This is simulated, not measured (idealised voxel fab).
This is a process module. Its name is voxel wiring stack.
Pictured: cross-section cut, 145 nm wide, on a grid of 5 nm square cells.
Reading order for cross-sections: top band down to bottom band. Underlying form: a grid of square cells. Band size: one or more rows of cells. Read a band's entry like this: the first values are the height of its top and the height of its bottom in nm, and what follows is the sequence of materials from left to right, each with its width in nm. Note that "air" is empty space, and that a single material marked "all across" reaches across the band from edge to edge. Where do heights start? At 0: under that level the wafer as delivered is made of one material only. And the lowest band has no floor; it just carries on downward, as in "0 down". A width such as "30->40" changes by the same amount from each row of cells to the next, from the band's top row to its bottom row. "remains unaltered", as given for a step, is the statement that not any cell of the cross-section underwent a change during that step. The entry titled "Enclosed void entries" provides the empty spaces that have no open way to the top, restricted to those of 8 cells or more. Each is presented as width x height at distance, the distance being measured from the left edge, with all three in nm. Post-settings text on a step line: simulator's own remark regarding the step. Regarding "overlay nm": on a step with a mask, it is the distance the mask lay to the right of its planned place; a negative value places it to the left.
Planned step list for the process:
1) RECEIVE: material Si
2) CONFORMAL_DEP: material SiO2, thk nm 10
3) DIRECTIONAL_DEP: material TiN, thk nm 5
4) DIRECTIONAL_DEP: material W, thk nm 15
5) DIRECTIONAL_DEP: material aC, thk nm 15
6) PATTERN: tone cover, mask id METAL_1, material resist, width nm 25, pitch nm 55, thk nm 30, overlay nm 0
7) DIRECTIONAL_ETCH: etch materials aC, depth nm 15
8) STRIP: etch materials resist
9) DIRECTIONAL_ETCH: etch materials W, depth nm 15
10) DIRECTIONAL_ETCH: etch materials TiN, depth nm 5
11) STRIP: etch materials aC
12) CONFORMAL_DEP: material SiCN, thk nm 5
13) FILL_DEP: material SiO2, thk nm 5
14) CMP: height nm 30
15) CONFORMAL_DEP: material SiCN, thk nm 5
16) DIRECTIONAL_DEP: material SiO2, thk nm 35
17) MASKED_ETCH: tone open, mask id METAL_2_HOLES, width nm 15, etch materials SiO2, depth nm 35, overlay nm 0
18) PATTERN: tone open, mask id METAL_2, material resist, width nm 25, pitch nm 55, thk nm 20, overlay nm 0
19) DIRECTIONAL_ETCH: etch materials SiO2, depth nm 20
20) DIRECTIONAL_ETCH: etch materials SiCN, depth nm 5
21) STRIP: etch materials resist
22) CONFORMAL_DEP: material TiN, thk nm 5
23) FILL_DEP: material Ru, thk nm 10
24) CMP: height nm 70
25) CONFORMAL_DEP: material SiCN, thk nm 5
26) DIRECTIONAL_DEP: material SiO2, thk nm 20
27) DIRECTIONAL_DEP: material aC, thk nm 10
28) PATTERN: tone open, mask id PLUG_2, material resist, width nm 15, thk nm 25, overlay nm 0
29) DIRECTIONAL_ETCH: etch materials aC, depth nm 10
30) STRIP: etch materials resist
31) DIRECTIONAL_ETCH: etch materials SiO2, depth nm 20
32) DIRECTIONAL_ETCH: etch materials SiCN, depth nm 5
33) STRIP: etch materials aC
34) EPI: material Ru, thk nm 10
35) EPI: material Ru, thk nm 10
36) EPI: material Ru, thk nm 5
37) DIRECTIONAL_DEP: material TiN, thk nm 5
38) DIRECTIONAL_DEP: material Ru, thk nm 15
39) PATTERN: tone cover, mask id METAL_3, material resist, width nm 25, pitch nm 55, thk nm 15, overlay nm 0
40) DIRECTIONAL_ETCH: etch materials Ru, depth nm 15
41) DIRECTIONAL_ETCH: etch materials TiN, depth nm 5
42) STRIP: etch materials resist
43) FILL_DEP: material SiO2, thk nm 10
44) CMP: height nm 115
45) CONFORMAL_DEP: material SiN, thk nm 5
Cross-sectional view of the wafer in its as-received condition, corresponding to the state after step 1:
	0 down: Si all across
	Enclosed void entries: none
One mistake in running the module, otherwise start and plan as above: cross-section at the end:
	120 to 115: SiN all across
	115 to 100: 30 Ru  25 SiO2  30 Ru  25 SiO2  35 Ru
	100 to 95: 30 TiN  25 SiO2  30 TiN  25 SiO2  35 TiN
	95 to 75: 30 SiO2  15 Ru  100 SiO2
	75 to 70: 30 SiCN  15 Ru  100 SiCN
	70 to 55: 30 SiO2  5 TiN  15 Ru  5 TiN  30 SiO2  5 TiN  15 Ru  5 TiN  35 SiO2
	55 to 50: 30 SiO2  5 TiN  5 Ru  15 TiN  30 SiO2  25 TiN  35 SiO2
	50 to 35: 30 SiO2  5 TiN  5 Ru  5 TiN  100 SiO2
	35 to 30: 30 SiCN  15 TiN  100 SiCN
	30 to 15: 25 SiO2  5 SiCN  25 W  5 SiCN  20 SiO2  5 SiCN  25 W  5 SiCN  30 SiO2
	15 to 10: 30 SiCN  25 TiN  30 SiCN  25 TiN  35 SiCN
	10 to 0: SiO2 all across
	0 down: Si all across
	Enclosed void entries: none
So what did we get wrong on this run? step 39: run off-plan, actual operation and settings PATTERN: tone open, mask id METAL_3, material resist, width nm 25, pitch nm 55, thk nm 15, overlay nm 0
